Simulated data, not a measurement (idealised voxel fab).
process module | voxel transistor to metal
cross-section cut | 185 nm wide | cells 5 nm
A cross-section is a grid of square cells, given in bands from the top down. A band is one or more rows of cells.
Each band's line starts with the height of the band's top and of its bottom, in nm. Then come its materials from left to right, each with its width in nm. One material with "throughout" fills the band from edge to edge. "air" is empty space.
Height 0 is the level under which the wafer as received is all one material. The lowest band goes on downwards, as in "0 down".
A width such as "30 to 40" changes by the same amount from each row of cells to the next, from the band's top row to its bottom row.
"no change" after a step means that no cell of the cross-section changed.
closed voids: empty space of 8 cells or more with no open way to the top, each as width x height at its distance from the left edge, in nm
after a step's settings: what the simulator itself notes on the step
overlay nm, on a step with a mask: how far to the right of its planned place the mask lay; to the left if negative
plan
1 op RECEIVE | material Si
2 op OXIDIZE | depth nm 5
3 op CONFORMAL_DEP | material SiN | thk nm 10
4 op PATTERN | tone cover | mask id ACTIVE | material resist | width nm 115 | thk nm 15 | overlay nm 0
5 op DIRECTIONAL_ETCH | etch materials SiN | depth nm 10
6 op DIRECTIONAL_ETCH | etch materials SiO2 | depth nm 5
7 op DIRECTIONAL_ETCH | etch materials Si | depth nm 35
8 op STRIP | etch materials resist
9 op OXIDIZE | depth nm 5
10 op FILL_DEP | material SiO2 | thk nm 5
11 op CMP | height nm 10
12 op SELECTIVE_ETCH | etch materials SiO2 | depth nm 5
13 op STRIP | etch materials SiN
14 op SELECTIVE_ETCH | etch materials SiO2 | depth nm 5
15 op OXIDIZE | depth nm 5
16 op DIRECTIONAL_DEP | material polySi | thk nm 25
17 op DIRECTIONAL_DEP | material SiCN | thk nm 10
18 op MASKED_ETCH | tone cover | mask id GATE | width nm 35 | etch materials SiCN | depth nm 20 | overlay nm 0
19 op MASKED_ETCH | tone cover | mask id GATE | width nm 35 | etch materials polySi | depth nm 35 | overlay nm 0
20 op CONFORMAL_DEP | material SiN | thk nm 10
21 op DIRECTIONAL_ETCH | etch materials SiN | depth nm 10
22 op DIRECTIONAL_ETCH | etch materials SiO2 | depth nm 5
23 op DIRECTIONAL_ETCH | etch materials Si | depth nm 10
24 op EPI | material pSi | thk nm 15
25 op FILL_DEP | material SiO2 | thk nm 5
26 op CMP | height nm 20
27 op STRIP | etch materials polySi
28 op SELECTIVE_ETCH | etch materials SiO2 | depth nm 5
29 op CONFORMAL_DEP | material HfO2 | thk nm 5
30 op CONFORMAL_DEP | material TiN | thk nm 5
31 op FILL_DEP | material W | thk nm 5
32 op CMP | height nm 15
33 op DIRECTIONAL_DEP | material SiO2 | thk nm 10
34 op DIRECTIONAL_DEP | material aC | thk nm 15
35 op PATTERN | tone open | mask id CONTACT | material resist | width nm 15 | pitch nm 90 | thk nm 35 | overlay nm 0
36 op DIRECTIONAL_ETCH | etch materials aC | depth nm 15
37 op STRIP | etch materials resist
38 op DIRECTIONAL_ETCH | etch materials SiO2 | depth nm 30
39 op STRIP | etch materials aC
40 op CONFORMAL_DEP | material TiN | thk nm 5
41 op FILL_DEP | material W | thk nm 10
42 op CMP | height nm 25
43 op DIRECTIONAL_DEP | material TiN | thk nm 5
44 op DIRECTIONAL_DEP | material Ru | thk nm 20
45 op MASKED_ETCH | tone cover | mask id METAL_1 | width nm 15 | pitch nm 90 | etch materials Ru | depth nm 20 | overlay nm 0
46 op MASKED_ETCH | tone cover | mask id METAL_1 | width nm 15 | pitch nm 90 | etch materials TiN | depth nm 5 | overlay nm 0
47 op CONFORMAL_DEP | material SiN | thk nm 5
48 op FILL_DEP | material SiO2 | thk nm 10
49 op CMP | height nm 50
50 op CONFORMAL_DEP | material SiCN | thk nm 5
as received, after step 1
  0 down: Si throughout
  closed voids: none
a wafer at the end: this start, this plan, one mistake
  55 to 50: SiCN throughout
  50 to 45: SiO2 35 | SiN 25 | SiO2 65 | SiN 25 | SiO2 35
  45 to 30: SiO2 35 | SiN 5 | Ru 15 | SiN 5 | SiO2 65 | SiN 5 | Ru 15 | SiN 5 | SiO2 35
  30 to 25: SiN 40 | TiN 15 | SiN 75 | TiN 15 | SiN 40
  25 to 15: SiO2 40 | TiN 5 | W 5 | TiN 5 | SiO2 75 | TiN 5 | W 5 | TiN 5 | SiO2 40
  15 to 10: SiO2 40 | TiN 5 | W 5 | TiN 5 | SiO2 10 | SiN 10 | HfO2 5 | TiN 5 | W 15 | TiN 5 | HfO2 5 | SiN 10 | SiO2 10 | TiN 5 | W 5 | TiN 5 | SiO2 40
  10 to 5: SiO2 40 | TiN 15 | SiO2 10 | SiN 10 | HfO2 5 | TiN 5 | W 15 | TiN 5 | HfO2 5 | SiN 10 | SiO2 10 | TiN 15 | SiO2 40
  5 to 0: SiO2 40 | TiN 10 | pSi 15 | SiN 10 | HfO2 5 | TiN 5 | W 15 | TiN 5 | HfO2 5 | SiN 10 | pSi 15 | TiN 10 | SiO2 40
  0 to -5: SiO2 30 | SiN 10 | TiN 10 | pSi 15 | SiN 10 | HfO2 5 | TiN 25 | HfO2 5 | SiN 10 | pSi 15 | TiN 10 | SiN 10 | SiO2 30
  -5 to -10: SiO2 40 | pSi 25 | SiO2 5 | HfO2 45 | SiO2 5 | pSi 25 | SiO2 40
  -10 to -20: SiO2 40 | pSi 25 | Si 55 | pSi 25 | SiO2 40
  -20 to -45: SiO2 40 | Si 105 | SiO2 40
  -45 down: Si throughout
  closed voids: none
what went wrong: step 44 ran as: op DIRECTIONAL_DEP | material Ru | thk nm 15
